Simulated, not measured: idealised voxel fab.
Process module in this document: voxel capacitor over wiring
cross-section cut | 180 nm wide | cells 5 nm
Format of a cross-section: grid, square cells. Given as bands. Order: top down. Band: one or more rows of cells.
Each band's line starts with the height of the band's top and of its bottom, in nm. Then come its materials from left to right, each with its width in nm. One material with "edge to edge" fills the band from edge to edge. "blank" is empty space.
Height datum 0, below which the as-received substrate wafer is one material. Lowest band open at the bottom, running downward: "z 0 and below".
Note: "30 to 40" means the width goes from the first number (top row of the band) to the second number (bottom row) in equal steps per row of cells.
Take "left unchanged" at face value: in the step it is given for, the cross-section changed in none of its cells.
Basically, "Sealed void list" tells you about the enclosed voids: empty spaces with no open way to the top, 8 cells or bigger, each written width x height at distance, where distance is from the left edge, all in nm.
Past the settings on a step's line: simulator remark, on that step.
When a step includes a mask, the "overlay nm" setting on its line states how far to the right of its planned place that mask lay, and negative values state how far to the left.
### Set out below are the planned steps of the process
1: RECEIVE (material Si)
2: CONFORMAL_DEP (material SiO2; thk nm 10)
3: DIRECTIONAL_DEP (material TiN; thk nm 5)
4: DIRECTIONAL_DEP (material W; thk nm 15)
5: PATTERN (tone cover; mask id METAL_1; material resist; width nm 15; pitch nm 75; thk nm 15; overlay nm 0)
6: DIRECTIONAL_ETCH (etch materials W; depth nm 15)
7: DIRECTIONAL_ETCH (etch materials TiN; depth nm 5)
8: STRIP (etch materials resist)
9: FILL_DEP (material lowk; thk nm 5)
10: CMP (height nm 30)
11: CONFORMAL_DEP (material SiCN; thk nm 5)
12: DIRECTIONAL_DEP (material lowk; thk nm 20)
13: PATTERN (tone open; mask id PLUG_1; material resist; width nm 15; thk nm 15; overlay nm 0)
14: DIRECTIONAL_ETCH (etch materials lowk; depth nm 20)
15: DIRECTIONAL_ETCH (etch materials SiCN; depth nm 5)
16: STRIP (etch materials resist)
17: EPI (material Ru; thk nm 10)
18: EPI (material Ru; thk nm 10)
19: EPI (material Ru; thk nm 5)
20: DIRECTIONAL_DEP (material TiN; thk nm 10)
21: DIRECTIONAL_DEP (material Al2O3; thk nm 5)
22: DIRECTIONAL_DEP (material TiN; thk nm 5)
23: DIRECTIONAL_DEP (material aC; thk nm 15)
24: PATTERN (tone cover; mask id UPPER_PLATE; material resist; width nm 55; thk nm 35; overlay nm 0)
25: DIRECTIONAL_ETCH (etch materials aC; depth nm 15)
26: STRIP (etch materials resist)
27: DIRECTIONAL_ETCH (etch materials TiN; depth nm 5)
28: DIRECTIONAL_ETCH (etch materials Al2O3; depth nm 5)
29: STRIP (etch materials aC)
30: PATTERN (tone cover; mask id LOWER_PLATE; material resist; width nm 65; thk nm 20; overlay nm 0)
31: DIRECTIONAL_ETCH (etch materials TiN; depth nm 10)
32: STRIP (etch materials resist)
33: FILL_DEP (material SiO2; thk nm 20)
34: CMP (height nm 90)
35: PATTERN (tone open; mask id PLUG_2; material resist; width nm 15; thk nm 20; overlay nm 0)
36: DIRECTIONAL_ETCH (etch materials SiO2; depth nm 15)
37: STRIP (etch materials resist)
38: CONFORMAL_DEP (material TiN; thk nm 5)
39: FILL_DEP (material W; thk nm 10)
40: CMP (height nm 90)
41: CONFORMAL_DEP (material SiN; thk nm 5)
Same starting wafers, different width nm at step 5. Plan value belongs to the first wafer.
### Received condition of the first of several wafers, sectioned: post-step 1
- z 0 and below = Si edge to edge
- Sealed void list: none
### Here is how to read the rows: every wafer has a row, and it shows the wafer at the end of the module, giving for each material how many cells were gained (+) or lost (-) since the wafer was received, then listing its closed voids
width nm 15; +11 Al2O3; +15 Ru; +33 SiCN; +36 SiN; +267 SiO2; +50 TiN; +20 W; +252 lowk; Sealed void list: none
width nm 20; +11 Al2O3; +15 Ru; +33 SiCN; +36 SiN; +267 SiO2; +52 TiN; +26 W; +244 lowk; Sealed void list: none
width nm 25; +11 Al2O3; +15 Ru; +33 SiCN; +36 SiN; +267 SiO2; +54 TiN; +32 W; +236 lowk; Sealed void list: none
width nm 30; +11 Al2O3; +15 Ru; +33 SiCN; +36 SiN; +267 SiO2; +56 TiN; +38 W; +228 lowk; Sealed void list: none
width nm 35; +11 Al2O3; +15 Ru; +33 SiCN; +36 SiN; +267 SiO2; +58 TiN; +44 W; +220 lowk; Sealed void list: none
width nm 40; +11 Al2O3; +15 Ru; +33 SiCN; +36 SiN; +267 SiO2; +60 TiN; +50 W; +212 lowk; Sealed void list: none
